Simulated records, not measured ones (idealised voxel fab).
Process module in this document: voxel transistor to metal
The cross-section shown here is cut; it is 265 nm wide and divided into square cells measuring 5 nm on a side.
Bands, listed from the top down, are how a cross-section gets written in this document; the cross-section itself is a grid of square cells, and a band is one or more rows of them. Read a band's entry like this: the first values are the height of its top and the height of its bottom in nm, and what follows is the sequence of materials from left to right, each with its width in nm. Note that "air" is empty space, and that a single material marked "full width" reaches across the band from edge to edge. Heights are expressed relative to 0, this being the level below which the as-received wafer comprises one material exclusively. The lowest band is unbounded in the downward direction and is denoted as in "from 0 down". The two numbers in a width such as "30..40" mark its ends across the band: the first belongs to the top row of cells, the second to the bottom row, and from each row to the next the width moves by the same amount. "nothing changed", as given for a step, is the statement that not any cell of the cross-section underwent a change during that step. "Unvented internal voids": sealed empty spaces, 8 cells or more, no open way to top, listed width x height at distance, with distance from the left edge and width, height and distance in nm. Read whatever lies past the settings on a step's line as the simulator's own remark about the step. What "overlay nm" on a step's line means: if the step has a mask, that mask lay this far to the right of its planned place, or, when the value is negative, to the left.
Planned step list for the process:
1. RECEIVE: material Si
2. OXIDIZE: depth nm 5
3. CONFORMAL_DEP: material SiN, thk nm 10
4. PATTERN: tone cover, mask id ACTIVE, material resist, width nm 100, pitch nm 125, thk nm 20, overlay nm 0
5. DIRECTIONAL_ETCH: etch materials SiN, depth nm 10
6. DIRECTIONAL_ETCH: etch materials SiO2, depth nm 5
7. DIRECTIONAL_ETCH: etch materials Si, depth nm 20
8. STRIP: etch materials resist
9. OXIDIZE: depth nm 5
10. FILL_DEP: material SiO2, thk nm 10
11. CMP: height nm 10
12. SELECTIVE_ETCH: etch materials SiO2, depth nm 10
13. STRIP: etch materials SiN
14. SELECTIVE_ETCH: etch materials SiO2, depth nm 5
15. OXIDIZE: depth nm 5
16. DIRECTIONAL_DEP: material polySi, thk nm 30
17. DIRECTIONAL_DEP: material SiCN, thk nm 10
18. MASKED_ETCH: tone cover, mask id GATE, width nm 20, pitch nm 125, etch materials SiCN, depth nm 20, overlay nm 0
19. MASKED_ETCH: tone cover, mask id GATE, width nm 20, pitch nm 125, etch materials polySi, depth nm 40, overlay nm 0
20. CONFORMAL_DEP: material SiN, thk nm 5
21. DIRECTIONAL_ETCH: etch materials SiN, depth nm 5
22. DIRECTIONAL_ETCH: etch materials SiO2, depth nm 5
23. EPI: material nSi, thk nm 5
24. FILL_DEP: material SiO2, thk nm 5
25. CMP: height nm 35
26. DIRECTIONAL_DEP: material SiO2, thk nm 15
27. MASKED_ETCH: tone open, mask id CONTACT, width nm 15, etch materials SiO2, depth nm 55, overlay nm 0
28. CONFORMAL_DEP: material TiN, thk nm 5
29. FILL_DEP: material W, thk nm 10
30. CMP: height nm 50
31. CONFORMAL_DEP: material SiN, thk nm 5
32. DIRECTIONAL_DEP: material lowk, thk nm 15
33. PATTERN: tone open, mask id METAL_1, material resist, width nm 15, thk nm 15, overlay nm 0
34. DIRECTIONAL_ETCH: etch materials lowk, depth nm 15
35. DIRECTIONAL_ETCH: etch materials SiN, depth nm 5
36. STRIP: etch materials resist
37. CONFORMAL_DEP: material TiN, thk nm 5
38. FILL_DEP: material Ru, thk nm 10
39. CMP: height nm 70
40. EPI: material Ru, thk nm 5
41. FILL_DEP: material SiCN, thk nm 5
42. DIRECTIONAL_DEP: material lowk, thk nm 35
43. DIRECTIONAL_DEP: material aC, thk nm 15
44. PATTERN: tone open, mask id METAL_2, material resist, width nm 15, pitch nm 125, thk nm 30, overlay nm 0
45. DIRECTIONAL_ETCH: etch materials aC, depth nm 15
46. STRIP: etch materials resist
47. DIRECTIONAL_ETCH: etch materials lowk, depth nm 20
48. STRIP: etch materials aC
49. PATTERN: tone open, mask id METAL_2_HOLES, material resist, width nm 15, pitch nm 125, thk nm 15, overlay nm 0
50. DIRECTIONAL_ETCH: etch materials lowk, depth nm 15
51. DIRECTIONAL_ETCH: etch materials SiCN, depth nm 5
52. STRIP: etch materials resist
53. CONFORMAL_DEP: material TiN, thk nm 5
54. FILL_DEP: material Ru, thk nm 5
55. CMP: height nm 115
56. CONFORMAL_DEP: material SiN, thk nm 5
Wafer cross-section on receipt, i.e. after step 1:
from 0 down = Si full width
Unvented internal voids: none
First wafer at the end, as planned:
from 120 to 115 = SiN full width
from 115 to 80 = 30 lowk | 5 TiN | 5 Ru | 5 TiN | 110 lowk | 5 TiN | 5 Ru | 5 TiN | 95 lowk
from 80 to 75 = 30 SiCN | 15 TiN | 110 SiCN | 15 TiN | 95 SiCN
from 75 to 70 = 25 SiCN | 25 Ru | 40 SiCN | 25 Ru | 35 SiCN | 25 Ru | 40 SiCN | 25 Ru | 25 SiCN
from 70 to 55 = 30 lowk | 5 TiN | 5 Ru | 5 TiN | 50 lowk | 5 TiN | 5 Ru | 5 TiN | 45 lowk | 5 TiN | 5 Ru | 5 TiN | 50 lowk | 5 TiN | 5 Ru | 5 TiN | 30 lowk
from 55 to 50 = 30 SiN | 15 TiN | 50 SiN | 15 TiN | 45 SiN | 15 TiN | 50 SiN | 15 TiN | 30 SiN
from 50 to 35 = 30 SiO2 | 5 TiN | 5 W | 5 TiN | 50 SiO2 | 5 TiN | 5 W | 5 TiN | 45 SiO2 | 5 TiN | 5 W | 5 TiN | 50 SiO2 | 5 TiN | 5 W | 5 TiN | 30 SiO2
from 35 to 25 = 30 SiO2 | 5 TiN | 5 W | 5 TiN | 10 SiO2 | 5 SiN | 20 SiCN | 5 SiN | 10 SiO2 | 5 TiN | 5 W | 5 TiN | 45 SiO2 | 5 TiN | 5 W | 5 TiN | 10 SiO2 | 5 SiN | 20 SiCN | 5 SiN | 10 SiO2 | 5 TiN | 5 W | 5 TiN | 30 SiO2
from 25 to 0 = 30 SiO2 | 5 TiN | 5 W | 5 TiN | 10 SiO2 | 5 SiN | 20 polySi | 5 SiN | 10 SiO2 | 5 TiN | 5 W | 5 TiN | 45 SiO2 | 5 TiN | 5 W | 5 TiN | 10 SiO2 | 5 SiN | 20 polySi | 5 SiN | 10 SiO2 | 5 TiN | 5 W | 5 TiN | 30 SiO2
from 0 to -5 = 30 SiO2 | 15 TiN | 10 SiO2 | 5 SiN | 20 polySi | 5 SiN | 10 SiO2 | 15 TiN | 45 SiO2 | 15 TiN | 10 SiO2 | 5 SiN | 20 polySi | 5 SiN | 10 SiO2 | 15 TiN | 30 SiO2
from -5 to -10 = 20 SiO2 | 35 nSi | 30 SiO2 | 35 nSi | 25 SiO2 | 35 nSi | 30 SiO2 | 35 nSi | 20 SiO2
from -10 to -30 = 25 SiO2 | 90 Si | 35 SiO2 | 90 Si | 25 SiO2
from -30 down = Si full width
Unvented internal voids: none
Cross-section, wafer two of two, end of module: same start and plan as wafer one, one error in execution:
from 120 to 115 = SiN full width
from 115 to 105 = 25 lowk | 5 TiN | 15 Ru | 5 TiN | 100 lowk | 5 TiN | 15 Ru | 5 TiN | 90 lowk
from 105 to 100 = 25 lowk | 10 TiN | 5 Ru | 10 TiN | 100 lowk | 10 TiN | 5 Ru | 10 TiN | 90 lowk
from 100 to 80 = 30 lowk | 5 TiN | 5 Ru | 5 TiN | 110 lowk | 5 TiN | 5 Ru | 5 TiN | 95 lowk
from 80 to 75 = 30 SiCN | 15 TiN | 110 SiCN | 15 TiN | 95 SiCN
from 75 to 70 = 25 SiCN | 25 Ru | 40 SiCN | 25 Ru | 35 SiCN | 25 Ru | 40 SiCN | 25 Ru | 25 SiCN
from 70 to 55 = 30 lowk | 5 TiN | 5 Ru | 5 TiN | 50 lowk | 5 TiN | 5 Ru | 5 TiN | 45 lowk | 5 TiN | 5 Ru | 5 TiN | 50 lowk | 5 TiN | 5 Ru | 5 TiN | 30 lowk
from 55 to 50 = 30 SiN | 15 TiN | 50 SiN | 15 TiN | 45 SiN | 15 TiN | 50 SiN | 15 TiN | 30 SiN
from 50 to 35 = 30 SiO2 | 5 TiN | 5 W | 5 TiN | 50 SiO2 | 5 TiN | 5 W | 5 TiN | 45 SiO2 | 5 TiN | 5 W | 5 TiN | 50 SiO2 | 5 TiN | 5 W | 5 TiN | 30 SiO2
from 35 to 25 = 30 SiO2 | 5 TiN | 5 W | 5 TiN | 10 SiO2 | 5 SiN | 20 SiCN | 5 SiN | 10 SiO2 | 5 TiN | 5 W | 5 TiN | 45 SiO2 | 5 TiN | 5 W | 5 TiN | 10 SiO2 | 5 SiN | 20 SiCN | 5 SiN | 10 SiO2 | 5 TiN | 5 W | 5 TiN | 30 SiO2
from 25 to 0 = 30 SiO2 | 5 TiN | 5 W | 5 TiN | 10 SiO2 | 5 SiN | 20 polySi | 5 SiN | 10 SiO2 | 5 TiN | 5 W | 5 TiN | 45 SiO2 | 5 TiN | 5 W | 5 TiN | 10 SiO2 | 5 SiN | 20 polySi | 5 SiN | 10 SiO2 | 5 TiN | 5 W | 5 TiN | 30 SiO2
from 0 to -5 = 30 SiO2 | 15 TiN | 10 SiO2 | 5 SiN | 20 polySi | 5 SiN | 10 SiO2 | 15 TiN | 45 SiO2 | 15 TiN | 10 SiO2 | 5 SiN | 20 polySi | 5 SiN | 10 SiO2 | 15 TiN | 30 SiO2
from -5 to -10 = 20 SiO2 | 35 nSi | 30 SiO2 | 35 nSi | 25 SiO2 | 35 nSi | 30 SiO2 | 35 nSi | 20 SiO2
from -10 to -30 = 25 SiO2 | 90 Si | 35 SiO2 | 90 Si | 25 SiO2
from -30 down = Si full width
Unvented internal voids: none
What broke from the plan during processing? step 49 was not run as planned; what actually ran was PATTERN: tone open, mask id METAL_2_HOLES, material resist, width nm 25, pitch nm 125, thk nm 15, overlay nm 0
Materials where the second wafer ends with more or fewer cells than the first: Ru: 8 more; TiN: 4 more; lowk: 12 fewer
